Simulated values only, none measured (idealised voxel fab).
Process module heading - voxel self aligned vias
FYI the section here is cut, 295 nm wide, cells are 5 nm squares.
A cross-section in this document is a grid of square cells, and it is written down as bands, the top band listed before the ones below it; a band is made up of one or more rows of cells. Within each band entry, the heights of the top and of the bottom of the band appear first, in that order and in nm; the materials of the band then follow from left to right, each with its corresponding width in nm. The designation "throughout" on a single material indicates that it fills the band from edge to edge; the designation "blank" indicates empty space. Convention: height 0 is the level below which the wafer, as received, is all one material. The lowest band does not terminate at the bottom but continues downward, represented as "top 0, no bottom". Width "30..40": first value at the band's top row of cells, second value at its bottom row, equal change from row to row. Take "nothing different" at face value: in the step it is given for, the cross-section changed in none of its cells. Heads up: "Enclosed internal voids" only lists the empty pockets with no open path to the top that are 8 cells or more, and it writes them as width x height at distance, distance from the left edge, in nm. It should be noted that, on the line of a given step, the content following the step's settings is a remark produced by the simulator itself with respect to that step. overlay nm: for a step with a mask, the amount by which the mask lay right of where it was planned; a negative amount means left of it.

### The planned process steps are enumerated hereunder
1 RECEIVE: material Si
2 CONFORMAL_DEP: material SiO2, thk nm 15
3 CONFORMAL_DEP: material SiCN, thk nm 5
4 DIRECTIONAL_DEP: material lowk, thk nm 25
5 MASKED_ETCH: tone open, mask id LINES, width nm 20, pitch nm 70, etch materials lowk, depth nm 25, overlay nm 0
6 CONFORMAL_DEP: material TiN, thk nm 5
7 FILL_DEP: material W, thk nm 10
8 CMP: height nm 45
9 SELECTIVE_ETCH: etch materials W Ru TiN, depth nm 10
10 FILL_DEP: material SiN, thk nm 5
11 CMP: height nm 45
12 DIRECTIONAL_DEP: material lowk, thk nm 20
13 DIRECTIONAL_DEP: material aC, thk nm 15
14 PATTERN: tone open, mask id VIAS, material resist, width nm 40, pitch nm 70, thk nm 35, overlay nm 0
15 DIRECTIONAL_ETCH: etch materials aC, depth nm 15
16 STRIP: etch materials resist
17 DIRECTIONAL_ETCH: etch materials lowk, depth nm 20
18 DIRECTIONAL_ETCH: etch materials SiN, depth nm 10
19 STRIP: etch materials aC
20 CONFORMAL_DEP: material TiN, thk nm 5
21 FILL_DEP: material Cu, thk nm 10
22 CMP: height nm 65
23 CONFORMAL_DEP: material SiCN, thk nm 5

### Wafer cross-section on receipt, i.e. after step 1
- top 0, no bottom | Si throughout
- Enclosed internal voids: none

### first wafer at the end, as planned
- top 70, bottom 65 | SiCN throughout
- top 65, bottom 50 | 55 nm lowk | 5 nm TiN | 30 nm Cu | 5 nm TiN | 30 nm lowk | 5 nm TiN | 30 nm Cu | 5 nm TiN | 30 nm lowk | 5 nm TiN | 30 nm Cu | 5 nm TiN | 60 nm lowk
- top 50, bottom 40 | 55..65 nm lowk | 15..5 nm TiN | 10 nm Cu | 15..5 nm TiN | 30..50 nm lowk | 15..5 nm TiN | 10 nm Cu | 15..5 nm TiN | 30..50 nm lowk | 15..5 nm TiN | 10 nm Cu | 15..5 nm TiN | 60..70 nm lowk
- top 40, bottom 35 | 65 nm lowk | 20 nm TiN | 50 nm lowk | 20 nm TiN | 50 nm lowk | 20 nm TiN | 70 nm lowk
- top 35, bottom 25 | 65 nm lowk | 5 nm TiN | 10 nm W | 5 nm TiN | 50 nm lowk | 5 nm TiN | 10 nm W | 5 nm TiN | 50 nm lowk | 5 nm TiN | 10 nm W | 5 nm TiN | 70 nm lowk
- top 25, bottom 20 | 65 nm lowk | 20 nm TiN | 50 nm lowk | 20 nm TiN | 50 nm lowk | 20 nm TiN | 70 nm lowk
- top 20, bottom 15 | SiCN throughout
- top 15, bottom 0 | SiO2 throughout
- top 0, no bottom | Si throughout
- Enclosed internal voids: none

### Cross-sectional image of the second wafer of the two following completion of the module. Starting state and process plan were the same as for the first wafer; one execution error occurred
- top 70, bottom 65 | SiCN throughout
- top 65, bottom 45 | 55 nm lowk | 5 nm TiN | 30 nm Cu | 5 nm TiN | 30 nm lowk | 5 nm TiN | 30 nm Cu | 5 nm TiN | 30 nm lowk | 5 nm TiN | 30 nm Cu | 5 nm TiN | 60 nm lowk
- top 45, bottom 40 | 55 nm SiN | 15 nm TiN | 10 nm Cu | 15 nm TiN | 30 nm SiN | 15 nm TiN | 10 nm Cu | 15 nm TiN | 30 nm SiN | 15 nm TiN | 10 nm Cu | 15 nm TiN | 60 nm SiN
- top 40, bottom 35 | 65 nm lowk | 20 nm TiN | 50 nm lowk | 20 nm TiN | 50 nm lowk | 20 nm TiN | 70 nm lowk
- top 35, bottom 20 | 65 nm lowk | 5 nm TiN | 10 nm W | 5 nm TiN | 50 nm lowk | 5 nm TiN | 10 nm W | 5 nm TiN | 50 nm lowk | 5 nm TiN | 10 nm W | 5 nm TiN | 70 nm lowk
- top 20, bottom 15 | 65 nm lowk | 20 nm TiN | 50 nm lowk | 20 nm TiN | 50 nm lowk | 20 nm TiN | 70 nm lowk
- top 15, bottom 0 | SiO2 throughout
- top 0, no bottom | Si throughout
- Enclosed internal voids: none
What was done differently from what was planned? the plan's step 3 was left out and never carried out
Counted in cells at the end, the second wafer holds more or fewer of these materials than the first: Cu: 12 more; SiCN: 59 fewer; SiN: 35 more; TiN: 6 more; W: 6 more
